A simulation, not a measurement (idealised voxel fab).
Name of the process module below: voxel ribs on slabs
Pictured: cross-section cut, 300 nm wide, on a grid of 5 nm square cells.
Think of the cross-section as a grid of square cells. We describe it in bands, top to bottom, and each band covers one or more rows of those cells.
Per band: top height and bottom height in nm, followed by the left-to-right materials and their widths in nm; "full width" marks a single material spanning edge to edge, "empty" marks empty space.
The level at which height equals 0 is the one under which the wafer, as it arrives, is entirely one material. No lower edge exists for the bottom band, which continues downward and is notated as in "0 nm and below".
When a width is written as two numbers, as in "30->40", the first number is the width in the top row of cells of the band and the second is the width in its bottom row, and the width changes by the same amount from each row to the next.
The cross-section has no changed cell in any step marked "left unchanged".
"Closed internal voids": empty spaces of 8 cells or more with no open way to the top, each given as width x height at distance, distance from the left edge, all in nm.
That trailing text on a step's line, after the settings, is the simulator's own remark on the step.
The setting "overlay nm" may be written on the line of a step. When the step uses a mask, the value reports how far to the right of the planned place the mask lay, and a negative value reports that it lay to the left.

[The following list gives the planned process steps]
- 1: RECEIVE (material Si)
- 2: DIRECTIONAL_DEP (material SiO2; thk nm 25)
- 3: DIRECTIONAL_DEP (material SiN; thk nm 15)
- 4: PATTERN (tone cover; mask id RIB; material resist; width nm 25; thk nm 20; overlay nm 0)
- 5: DIRECTIONAL_ETCH (etch materials SiN; depth nm 5)
- 6: STRIP (etch materials resist)
- 7: PATTERN (tone cover; mask id SLAB; material resist; width nm 85; thk nm 15; overlay nm 0)
- 8: DIRECTIONAL_ETCH (etch materials SiN; depth nm 10)
- 9: STRIP (etch materials resist)
- 10: FILL_DEP (material SiO2; thk nm 25)
- 11: CMP (height nm 60)
- 12: DIRECTIONAL_DEP (material W; thk nm 5)
- 13: PATTERN (tone cover; mask id HEATER; material resist; width nm 35; thk nm 15; overlay nm 0)
- 14: DIRECTIONAL_ETCH (etch materials W; depth nm 5)
- 15: STRIP (etch materials resist)
- 16: CONFORMAL_DEP (material SiO2; thk nm 5)

[The first of the two wafers, which ran as planned]

[Cross-section: wafer on arrival = after step 1]
    0 nm and below  Si full width
    Closed internal voids: none

[Cross-section through the wafer, step 2 finished]
    25 nm to 0 nm  SiO2 full width
    Beneath the level 0, the cross-section is identical to its previous state.

[Cross-section through the wafer, step 3 finished]
    40 nm to 25 nm  SiN full width
    Beneath the level 25, the cross-section is identical to its previous state.

[Cross-section through the wafer, step 4 finished]
    60 nm to 40 nm  empty=135  resist=25  empty=140
    Beneath the level 40, the cross-section is identical to its previous state.

[Cross-section through the wafer, step 5 finished]
    60 nm to 40 nm  empty=135  resist=25  empty=140
    40 nm to 35 nm  empty=135  SiN=25  empty=140
    Beneath the level 35, the cross-section is identical to its previous state.

[Cross-section through the wafer, step 6 finished]
    40 nm to 35 nm  empty=135  SiN=25  empty=140
    Beneath the level 35, the cross-section is identical to its previous state.

[Cross-section through the wafer, step 7 finished]
    55 nm to 40 nm  empty=105  resist=85  empty=110
    40 nm to 35 nm  empty=105  resist=30  SiN=25  resist=30  empty=110
    Beneath the level 35, the cross-section is identical to its previous state.

[Cross-section through the wafer, step 8 finished]
    55 nm to 40 nm  empty=105  resist=85  empty=110
    40 nm to 35 nm  empty=105  resist=30  SiN=25  resist=30  empty=110
    35 nm to 25 nm  empty=105  SiN=85  empty=110
    Beneath the level 25, the cross-section is identical to its previous state.

[Cross-section through the wafer, step 9 finished]
    40 nm to 35 nm  empty=135  SiN=25  empty=140
    Beneath the level 35, the cross-section is identical to its previous state.

[Cross-section through the wafer, step 10 finished]
    65 nm to 40 nm  SiO2 full width
    40 nm to 35 nm  SiO2=135  SiN=25  SiO2=140
    35 nm to 25 nm  SiO2=105  SiN=85  SiO2=110
    Beneath the level 25, the cross-section is identical to its previous state.

[Cross-section through the wafer, step 11 finished]
    60 nm to 40 nm  SiO2 full width
    Beneath the level 40, the cross-section is identical to its previous state.

[Cross-section through the wafer, step 12 finished]
    65 nm to 60 nm  W full width
    Beneath the level 60, the cross-section is identical to its previous state.

[Cross-section through the wafer, step 13 finished]
    80 nm to 65 nm  empty=130  resist=35  empty=135
    Beneath the level 65, the cross-section is identical to its previous state.

[Cross-section through the wafer, step 14 finished]
    80 nm to 65 nm  empty=130  resist=35  empty=135
    65 nm to 60 nm  empty=130  W=35  empty=135
    Beneath the level 60, the cross-section is identical to its previous state.

[Cross-section through the wafer, step 15 finished]
    65 nm to 60 nm  empty=130  W=35  empty=135
    Beneath the level 60, the cross-section is identical to its previous state.

[Cross-section through the wafer, step 16 finished]
    70 nm to 65 nm  empty=125  SiO2=45  empty=130
    65 nm to 60 nm  SiO2=130  W=35  SiO2=135
    Beneath the level 60, the cross-section is identical to its previous state.

[second wafer: like start, like plan, one mistake. Through step 9 it matches the first wafer]

[Second wafer, cut view, end of step 10 per plan]
    65 nm to 40 nm  W full width
    40 nm to 35 nm  W=135  SiN=25  W=140
    35 nm to 25 nm  W=105  SiN=85  W=110
    Beneath the level 25, the cross-section is identical to its previous state.

[Second wafer, cut view, end of step 11 per plan]
    60 nm to 40 nm  W full width
    Beneath the level 40, the cross-section is identical to its previous state.

[Second wafer, cut view, end of step 12 per plan]
    65 nm to 40 nm  W full width
    Beneath the level 40, the cross-section is identical to its previous state.

[Second wafer, cut view, end of step 13 per plan]
    80 nm to 65 nm  empty=130  resist=35  empty=135
    Beneath the level 65, the cross-section is identical to its previous state.

[Second wafer, cut view, end of step 14 per plan]
    80 nm to 65 nm  empty=130  resist=35  empty=135
    65 nm to 60 nm  empty=130  W=35  empty=135
    Beneath the level 60, the cross-section is identical to its previous state.

[Second wafer, cut view, end of step 15 per plan]
    65 nm to 60 nm  empty=130  W=35  empty=135
    Beneath the level 60, the cross-section is identical to its previous state.

[Second wafer, cut view, end of step 16 per plan]
    70 nm to 65 nm  empty=125  SiO2=45  empty=130
    65 nm to 60 nm  SiO2=130  W=35  SiO2=135
    Beneath the level 60, the cross-section is identical to its previous state.
What broke from the plan during processing? note that step 10 departed from the planned setting and was carried out as FILL_DEP (material W; thk nm 25)
Per the end-of-run cell counts, the second wafer holds more or fewer of some materials than the first: SiO2 -381 | W +381
